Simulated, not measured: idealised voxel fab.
Module name: voxel self aligned vias (process module)
FYI the section here is cut, 155 nm wide, cells are 5 nm squares.
Cross-section layout: square cells on a grid; listed as bands, top to bottom; a band spans one or more cell rows.
Read a band's entry like this: the first values are the height of its top and the height of its bottom in nm, and what follows is the sequence of materials from left to right, each with its width in nm. Note that "empty" is empty space, and that a single material marked "everywhere" reaches across the band from edge to edge.
For the purposes of this specification, 0 denotes the height below which the wafer in its as-received condition is composed wholly of one material, and the lowermost band, lacking a lower limit, extends downward without end, as expressed in "0 -> down".
Note: "30 to 40" means the width goes from the first number (top row of the band) to the second number (bottom row) in equal steps per row of cells.
Given "identical to before" for a step, no cell of the cross-section differs between before and after that step.
Voids not open to the top, 8 cells minimum: see "Cavities, closed". Written width x height at distance; distance is from the left edge; nm.
Past the settings on a step's line: simulator remark, on that step.
What "overlay nm" on a step's line means: if the step has a mask, that mask lay this far to the right of its planned place, or, when the value is negative, to the left.

INTENDED PROCESS STEPS
1. RECEIVE [material Si]
2. CONFORMAL_DEP [material SiO2] [thk nm 15]
3. CONFORMAL_DEP [material SiCN] [thk nm 5]
4. DIRECTIONAL_DEP [material SiO2] [thk nm 20]
5. DIRECTIONAL_DEP [material aC] [thk nm 15]
6. PATTERN [tone open] [mask id LINES] [material resist] [width nm 20] [pitch nm 70] [thk nm 30] [overlay nm 0]
7. DIRECTIONAL_ETCH [etch materials aC] [depth nm 15]
8. STRIP [etch materials resist]
9. DIRECTIONAL_ETCH [etch materials SiO2] [depth nm 20]
10. STRIP [etch materials aC]
11. CONFORMAL_DEP [material TiN] [thk nm 5]
12. FILL_DEP [material W] [thk nm 10]
13. CMP [height nm 40]
14. SELECTIVE_ETCH [etch materials W Ru TiN] [depth nm 5]
15. FILL_DEP [material SiN] [thk nm 10]
16. CMP [height nm 40]
17. DIRECTIONAL_DEP [material SiO2] [thk nm 20]
18. DIRECTIONAL_DEP [material aC] [thk nm 10]
19. PATTERN [tone open] [mask id VIAS] [material resist] [width nm 40] [thk nm 30] [overlay nm 0]
20. DIRECTIONAL_ETCH [etch materials aC] [depth nm 10]
21. STRIP [etch materials resist]
22. DIRECTIONAL_ETCH [etch materials SiO2] [depth nm 20]
23. DIRECTIONAL_ETCH [etch materials SiN] [depth nm 5]
24. STRIP [etch materials aC]
25. CONFORMAL_DEP [material TiN] [thk nm 5]
26. FILL_DEP [material Cu] [thk nm 5]
27. CMP [height nm 60]
28. CONFORMAL_DEP [material SiN] [thk nm 5]

ON THE FIRST OF THE TWO WAFERS: RUN CONDUCTED ACCORDING TO PLAN

WAFER CROSS-SECTION ON RECEIPT, I.E. AFTER STEP 1
> 0 -> down | Si everywhere
> Cavities, closed: none

THE WAFER IN CROSS-SECTION ONCE STEP 2 IS COMPLETE
> 15 -> 0 | SiO2 everywhere
> Lower than 0, everything is as it was.

THE WAFER IN CROSS-SECTION ONCE STEP 3 IS COMPLETE
> 20 -> 15 | SiCN everywhere
> Lower than 15, everything is as it was.

THE WAFER IN CROSS-SECTION ONCE STEP 4 IS COMPLETE
> 40 -> 20 | SiO2 everywhere
> Lower than 20, everything is as it was.

THE WAFER IN CROSS-SECTION ONCE STEP 5 IS COMPLETE
> 55 -> 40 | aC everywhere
> Lower than 40, everything is as it was.

THE WAFER IN CROSS-SECTION ONCE STEP 6 IS COMPLETE
> 85 -> 55 | 30 of resist | 20 of empty | 50 of resist | 20 of empty | 35 of resist
> Lower than 55, everything is as it was.

THE WAFER IN CROSS-SECTION ONCE STEP 7 IS COMPLETE
> 70 -> 55 | 30 of resist | 20 of empty | 50 of resist | 20 of empty | 35 of resist
> 55 -> 40 | 30 of aC | 20 of empty | 50 of aC | 20 of empty | 35 of aC
> Lower than 40, everything is as it was.

THE WAFER IN CROSS-SECTION ONCE STEP 8 IS COMPLETE
> 55 -> 40 | 30 of aC | 20 of empty | 50 of aC | 20 of empty | 35 of aC
> Lower than 40, everything is as it was.

THE WAFER IN CROSS-SECTION ONCE STEP 9 IS COMPLETE
> 55 -> 40 | 30 of aC | 20 of empty | 50 of aC | 20 of empty | 35 of aC
> 40 -> 20 | 30 of SiO2 | 20 of empty | 50 of SiO2 | 20 of empty | 35 of SiO2
> Lower than 20, everything is as it was.

THE WAFER IN CROSS-SECTION ONCE STEP 10 IS COMPLETE
> 40 -> 20 | 30 of SiO2 | 20 of empty | 50 of SiO2 | 20 of empty | 35 of SiO2
> Lower than 20, everything is as it was.

THE WAFER IN CROSS-SECTION ONCE STEP 11 IS COMPLETE
> 45 -> 40 | 35 of TiN | 10 of empty | 60 of TiN | 10 of empty | 40 of TiN
> 40 -> 25 | 30 of SiO2 | 5 of TiN | 10 of empty | 5 of TiN | 50 of SiO2 | 5 of TiN | 10 of empty | 5 of TiN | 35 of SiO2
> 25 -> 20 | 30 of SiO2 | 20 of TiN | 50 of SiO2 | 20 of TiN | 35 of SiO2
> Lower than 20, everything is as it was.

THE WAFER IN CROSS-SECTION ONCE STEP 12 IS COMPLETE
> 55 -> 45 | W everywhere
> 45 -> 40 | 35 of TiN | 10 of W | 60 of TiN | 10 of W | 40 of TiN
> 40 -> 25 | 30 of SiO2 | 5 of TiN | 10 of W | 5 of TiN | 50 of SiO2 | 5 of TiN | 10 of W | 5 of TiN | 35 of SiO2
> Lower than 25, everything is as it was.

THE WAFER IN CROSS-SECTION ONCE STEP 13 IS COMPLETE
> 40 -> 25 | 30 of SiO2 | 5 of TiN | 10 of W | 5 of TiN | 50 of SiO2 | 5 of TiN | 10 of W | 5 of TiN | 35 of SiO2
> Lower than 25, everything is as it was.

THE WAFER IN CROSS-SECTION ONCE STEP 14 IS COMPLETE
> 40 -> 35 | 30 of SiO2 | 20 of empty | 50 of SiO2 | 20 of empty | 35 of SiO2
> Lower than 35, everything is as it was.

THE WAFER IN CROSS-SECTION ONCE STEP 15 IS COMPLETE
> 50 -> 40 | SiN everywhere
> 40 -> 35 | 30 of SiO2 | 20 of SiN | 50 of SiO2 | 20 of SiN | 35 of SiO2
> Lower than 35, everything is as it was.

THE WAFER IN CROSS-SECTION ONCE STEP 16 IS COMPLETE
> 40 -> 35 | 30 of SiO2 | 20 of SiN | 50 of SiO2 | 20 of SiN | 35 of SiO2
> Lower than 35, everything is as it was.

THE WAFER IN CROSS-SECTION ONCE STEP 17 IS COMPLETE
> 60 -> 40 | SiO2 everywhere
> Lower than 40, everything is as it was.

THE WAFER IN CROSS-SECTION ONCE STEP 18 IS COMPLETE
> 70 -> 60 | aC everywhere
> Lower than 60, everything is as it was.

THE WAFER IN CROSS-SECTION ONCE STEP 19 IS COMPLETE
> 100 -> 70 | 20 of resist | 40 of empty | 95 of resist
> Lower than 70, everything is as it was.

THE WAFER IN CROSS-SECTION ONCE STEP 20 IS COMPLETE
> 90 -> 70 | 20 of resist | 40 of empty | 95 of resist
> 70 -> 60 | 20 of aC | 40 of empty | 95 of aC
> Lower than 60, everything is as it was.

THE WAFER IN CROSS-SECTION ONCE STEP 21 IS COMPLETE
> 70 -> 60 | 20 of aC | 40 of empty | 95 of aC
> Lower than 60, everything is as it was.

THE WAFER IN CROSS-SECTION ONCE STEP 22 IS COMPLETE
> 70 -> 60 | 20 of aC | 40 of empty | 95 of aC
> 60 -> 40 | 20 of SiO2 | 40 of empty | 95 of SiO2
> Lower than 40, everything is as it was.

THE WAFER IN CROSS-SECTION ONCE STEP 23 IS COMPLETE
> 70 -> 60 | 20 of aC | 40 of empty | 95 of aC
> 60 -> 40 | 20 of SiO2 | 40 of empty | 95 of SiO2
> 40 -> 35 | 30 of SiO2 | 20 of empty | 50 of SiO2 | 20 of SiN | 35 of SiO2
> Lower than 35, everything is as it was.

THE WAFER IN CROSS-SECTION ONCE STEP 24 IS COMPLETE
> 60 -> 40 | 20 of SiO2 | 40 of empty | 95 of SiO2
> Lower than 40, everything is as it was.

THE WAFER IN CROSS-SECTION ONCE STEP 25 IS COMPLETE
> 65 -> 60 | 25 of TiN | 30 of empty | 100 of TiN
> 60 -> 45 | 20 of SiO2 | 5 of TiN | 30 of empty | 5 of TiN | 95 of SiO2
> 45 -> 40 | 20 of SiO2 | 15 of TiN | 10 of empty | 15 of TiN | 95 of SiO2
> 40 -> 35 | 30 of SiO2 | 20 of TiN | 50 of SiO2 | 20 of SiN | 35 of SiO2
> Lower than 35, everything is as it was.

THE WAFER IN CROSS-SECTION ONCE STEP 26 IS COMPLETE
> 70 -> 65 | Cu everywhere
> 65 -> 60 | 25 of TiN | 30 of Cu | 100 of TiN
> 60 -> 45 | 20 of SiO2 | 5 of TiN | 30 of Cu | 5 of TiN | 95 of SiO2
> 45 -> 40 | 20 of SiO2 | 15 of TiN | 10 of Cu | 15 of TiN | 95 of SiO2
> Lower than 40, everything is as it was.

THE WAFER IN CROSS-SECTION ONCE STEP 27 IS COMPLETE
> 60 -> 45 | 20 of SiO2 | 5 of TiN | 30 of Cu | 5 of TiN | 95 of SiO2
> Lower than 45, everything is as it was.

THE WAFER IN CROSS-SECTION ONCE STEP 28 IS COMPLETE
> 65 -> 60 | SiN everywhere
> Lower than 60, everything is as it was.

WAFER TWO OF THE PAIR: SAME ORIGIN, SAME PLAN, ONE ERROR DURING THE RUN; IDENTICAL TO WAFER ONE UP TO AND INCLUDING STEP 27

CROSS-SECTION OF THE SECOND WAFER WHEN, ACCORDING TO PLAN, STEP 28 SHOULD HAVE FINISHED
> 75 -> 60 | SiN everywhere
> Lower than 60, everything is as it was.
Want to know what went wrong? step 28 was not run as planned; what actually ran was CONFORMAL_DEP [material SiN] [thk nm 15]
Per the end-of-run cell counts, the second wafer holds more or fewer of some materials than the first: +62 SiN
